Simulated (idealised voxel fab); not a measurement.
The process module presented herein is designated voxel transistor to metal.
The cross-section shown here is cut; it is 285 nm wide and divided into square cells measuring 5 nm on a side.
If you're reading a cross-section in this doc, picture square cells in a grid; it comes to you as bands, top ones listed first down to the bottom, and a band can be one or more rows of cells. Top height, bottom height, nm. Materials left to right, width each, nm. Single material + "edge to edge" = fills band edge to edge. "air" = empty. Height reference: 0 = level under which incoming wafer is all one material. Lowest band: no bottom, runs on downward, e.g. "0 and below". A width given as "30->40" starts at the first number in the band's top row and ends at the second number in its bottom row, shifting by an equal amount at every step from row to row. Where the words "no alterations made" appear for a step, the cross-section shows no cell changed by that step; every cell remained as before. "Sealed internal cavities" enumerates empty spaces isolated from the top, with no open way to it, that contain at least 8 cells, giving each as width x height at distance from the left edge, all three in nm. after a step's settings: what the simulator itself notes on the step. The line of a step may include "overlay nm". On a step with a mask, this value is how far to the right of its planned place the mask lay. A negative value means the mask lay to the left.

This section lists the process steps that were planned
1) RECEIVE | material Si
2) OXIDIZE | depth nm 5
3) CONFORMAL_DEP | material SiN | thk nm 15
4) DIRECTIONAL_DEP | material aC | thk nm 15
5) PATTERN | tone cover | mask id ACTIVE | material resist | width nm 100 | pitch nm 120 | thk nm 35 | overlay nm 0
6) DIRECTIONAL_ETCH | etch materials aC | depth nm 15
7) STRIP | etch materials resist
8) DIRECTIONAL_ETCH | etch materials SiN | depth nm 15
9) DIRECTIONAL_ETCH | etch materials SiO2 | depth nm 5
10) DIRECTIONAL_ETCH | etch materials Si | depth nm 30
11) STRIP | etch materials aC
12) OXIDIZE | depth nm 5
13) FILL_DEP | material SiO2 | thk nm 15
14) CMP | height nm 15
15) SELECTIVE_ETCH | etch materials SiO2 | depth nm 10
16) STRIP | etch materials SiN
17) SELECTIVE_ETCH | etch materials SiO2 | depth nm 5
18) OXIDIZE | depth nm 5
19) DIRECTIONAL_DEP | material polySi | thk nm 30
20) DIRECTIONAL_DEP | material SiCN | thk nm 10
21) MASKED_ETCH | tone cover | mask id GATE | width nm 30 | pitch nm 120 | etch materials SiCN | depth nm 20 | overlay nm 0
22) MASKED_ETCH | tone cover | mask id GATE | width nm 30 | pitch nm 120 | etch materials polySi | depth nm 40 | overlay nm 0
23) CONFORMAL_DEP | material SiO2 | thk nm 5
24) DIRECTIONAL_ETCH | etch materials SiO2 | depth nm 5
25) CONFORMAL_DEP | material SiN | thk nm 5
26) DIRECTIONAL_ETCH | etch materials SiN | depth nm 5
27) DIRECTIONAL_ETCH | etch materials SiO2 | depth nm 5
28) DIRECTIONAL_ETCH | etch materials Si | depth nm 5
29) EPI | material SiGe | thk nm 5
30) FILL_DEP | material SiO2 | thk nm 10
31) CMP | height nm 25
32) STRIP | etch materials polySi
33) SELECTIVE_ETCH | etch materials SiO2 | depth nm 5
34) CONFORMAL_DEP | material HfO2 | thk nm 5
35) CONFORMAL_DEP | material TiN | thk nm 5
36) FILL_DEP | material W | thk nm 10
37) CMP | height nm 20
38) DIRECTIONAL_DEP | material SiO2 | thk nm 15
39) PATTERN | tone open | mask id CONTACT | material resist | width nm 15 | thk nm 15 | overlay nm 0
40) DIRECTIONAL_ETCH | etch materials SiO2 | depth nm 45
41) STRIP | etch materials resist
42) CONFORMAL_DEP | material TiN | thk nm 5
43) FILL_DEP | material W | thk nm 5
44) CMP | height nm 35
45) DIRECTIONAL_DEP | material TiN | thk nm 5
46) DIRECTIONAL_DEP | material Ru | thk nm 25
47) MASKED_ETCH | tone cover | mask id METAL_1 | width nm 15 | etch materials Ru | depth nm 25 | overlay nm 0
48) MASKED_ETCH | tone cover | mask id METAL_1 | width nm 15 | etch materials TiN | depth nm 5 | overlay nm -15
49) FILL_DEP | material SiO2 | thk nm 5
50) CMP | height nm 65
51) CONFORMAL_DEP | material SiN | thk nm 5
Split variable: overlay nm, step 48. Plan value = first wafer. Wafers start alike.

The first of several wafers in cross-section, exactly as it reached us after step 1
- 0 and below | Si edge to edge
- Sealed internal cavities: none

First of several wafers: cross-section at the end of the module, after step 51, its last step
- 70 down to 65 | SiN edge to edge
- 65 down to 40 | 35 SiO2 | 15 Ru | 60 SiO2 | 15 Ru | 30 SiO2 | 15 Ru | 60 SiO2 | 15 Ru | 40 SiO2
- 40 down to 35 | 20 SiO2 | 30 TiN | 45 SiO2 | 30 TiN | 15 SiO2 | 30 TiN | 45 SiO2 | 30 TiN | 40 SiO2
- 35 down to 20 | 35 SiO2 | 5 TiN | 5 W | 5 TiN | 60 SiO2 | 5 TiN | 5 W | 5 TiN | 30 SiO2 | 5 TiN | 5 W | 5 TiN | 60 SiO2 | 5 TiN | 5 W | 5 TiN | 40 SiO2
- 20 down to 0 | 35 SiO2 | 5 TiN | 5 W | 5 TiN | 5 SiO2 | 5 SiN | 5 HfO2 | 5 TiN | 20 W | 5 TiN | 5 HfO2 | 5 SiN | 5 SiO2 | 5 TiN | 5 W | 5 TiN | 30 SiO2 | 5 TiN | 5 W | 5 TiN | 5 SiO2 | 5 SiN | 5 HfO2 | 5 TiN | 20 W | 5 TiN | 5 HfO2 | 5 SiN | 5 SiO2 | 5 TiN | 5 W | 5 TiN | 40 SiO2
- 0 down to -5 | 30 SiO2 | 5 SiN | 5 TiN | 5 W | 5 TiN | 5 SiO2 | 5 SiN | 5 HfO2 | 30 TiN | 5 HfO2 | 5 SiN | 5 SiO2 | 5 TiN | 5 W | 5 TiN | 5 SiN | 20 SiO2 | 5 SiN | 5 TiN | 5 W | 5 TiN | 5 SiO2 | 5 SiN | 5 HfO2 | 30 TiN | 5 HfO2 | 5 SiN | 5 SiO2 | 5 TiN | 5 W | 5 TiN | 5 SiN | 35 SiO2
- -5 down to -10 | 35 SiO2 | 15 TiN | 5 SiGe | 5 SiO2 | 40 HfO2 | 5 SiO2 | 5 SiGe | 15 TiN | 30 SiO2 | 15 TiN | 5 SiGe | 5 SiO2 | 40 HfO2 | 5 SiO2 | 5 SiGe | 15 TiN | 40 SiO2
- -10 down to -15 | 35 SiO2 | 20 SiGe | 50 Si | 20 SiGe | 30 SiO2 | 20 SiGe | 50 Si | 20 SiGe | 40 SiO2
- -15 down to -40 | 35 SiO2 | 90 Si | 30 SiO2 | 90 Si | 40 SiO2
- -40 and below | Si edge to edge
- Sealed internal cavities: none

Cross-section of the final wafer among several, taken at the end of the module
- 70 down to 65 | SiN edge to edge
- 65 down to 40 | 35 SiO2 | 15 Ru | 60 SiO2 | 15 Ru | 30 SiO2 | 15 Ru | 60 SiO2 | 15 Ru | 40 SiO2
- 40 down to 35 | 35 SiO2 | 30 TiN | 45 SiO2 | 30 TiN | 15 SiO2 | 30 TiN | 45 SiO2 | 30 TiN | 25 SiO2
- 35 down to 20 | 35 SiO2 | 5 TiN | 5 W | 5 TiN | 60 SiO2 | 5 TiN | 5 W | 5 TiN | 30 SiO2 | 5 TiN | 5 W | 5 TiN | 60 SiO2 | 5 TiN | 5 W | 5 TiN | 40 SiO2
- 20 down to 0 | 35 SiO2 | 5 TiN | 5 W | 5 TiN | 5 SiO2 | 5 SiN | 5 HfO2 | 5 TiN | 20 W | 5 TiN | 5 HfO2 | 5 SiN | 5 SiO2 | 5 TiN | 5 W | 5 TiN | 30 SiO2 | 5 TiN | 5 W | 5 TiN | 5 SiO2 | 5 SiN | 5 HfO2 | 5 TiN | 20 W | 5 TiN | 5 HfO2 | 5 SiN | 5 SiO2 | 5 TiN | 5 W | 5 TiN | 40 SiO2
- 0 down to -5 | 30 SiO2 | 5 SiN | 5 TiN | 5 W | 5 TiN | 5 SiO2 | 5 SiN | 5 HfO2 | 30 TiN | 5 HfO2 | 5 SiN | 5 SiO2 | 5 TiN | 5 W | 5 TiN | 5 SiN | 20 SiO2 | 5 SiN | 5 TiN | 5 W | 5 TiN | 5 SiO2 | 5 SiN | 5 HfO2 | 30 TiN | 5 HfO2 | 5 SiN | 5 SiO2 | 5 TiN | 5 W | 5 TiN | 5 SiN | 35 SiO2
- -5 down to -10 | 35 SiO2 | 15 TiN | 5 SiGe | 5 SiO2 | 40 HfO2 | 5 SiO2 | 5 SiGe | 15 TiN | 30 SiO2 | 15 TiN | 5 SiGe | 5 SiO2 | 40 HfO2 | 5 SiO2 | 5 SiGe | 15 TiN | 40 SiO2
- -10 down to -15 | 35 SiO2 | 20 SiGe | 50 Si | 20 SiGe | 30 SiO2 | 20 SiGe | 50 Si | 20 SiGe | 40 SiO2
- -15 down to -40 | 35 SiO2 | 90 Si | 30 SiO2 | 90 Si | 40 SiO2
- -40 and below | Si edge to edge
- Sealed internal cavities: none

Note: the following table is arranged by wafer, a row apiece. Each row reports the end-of-module state: per material, cells gained (+) or cells lost (-) compared with the wafer as received; closed voids follow
overlay nm -15, +36 HfO2, +60 Ru, -256 Si, +20 SiGe, +81 SiN, +665 SiO2, +128 TiN, +64 W, Sealed internal cavities: none
overlay nm -10, +36 HfO2, +60 Ru, -256 Si, +20 SiGe, +81 SiN, +669 SiO2, +124 TiN, +64 W, Sealed internal cavities: none
overlay nm -5, +36 HfO2, +60 Ru, -256 Si, +20 SiGe, +81 SiN, +673 SiO2, +120 TiN, +64 W, Sealed internal cavities: none
overlay nm 0, +36 HfO2, +60 Ru, -256 Si, +20 SiGe, +81 SiN, +677 SiO2, +116 TiN, +64 W, Sealed internal cavities: none
overlay nm 5, +36 HfO2, +60 Ru, -256 Si, +20 SiGe, +81 SiN, +673 SiO2, +120 TiN, +64 W, Sealed internal cavities: none
overlay nm 10, +36 HfO2, +60 Ru, -256 Si, +20 SiGe, +81 SiN, +669 SiO2, +124 TiN, +64 W, Sealed internal cavities: none
overlay nm 15, +36 HfO2, +60 Ru, -256 Si, +20 SiGe, +81 SiN, +665 SiO2, +128 TiN, +64 W, Sealed internal cavities: none
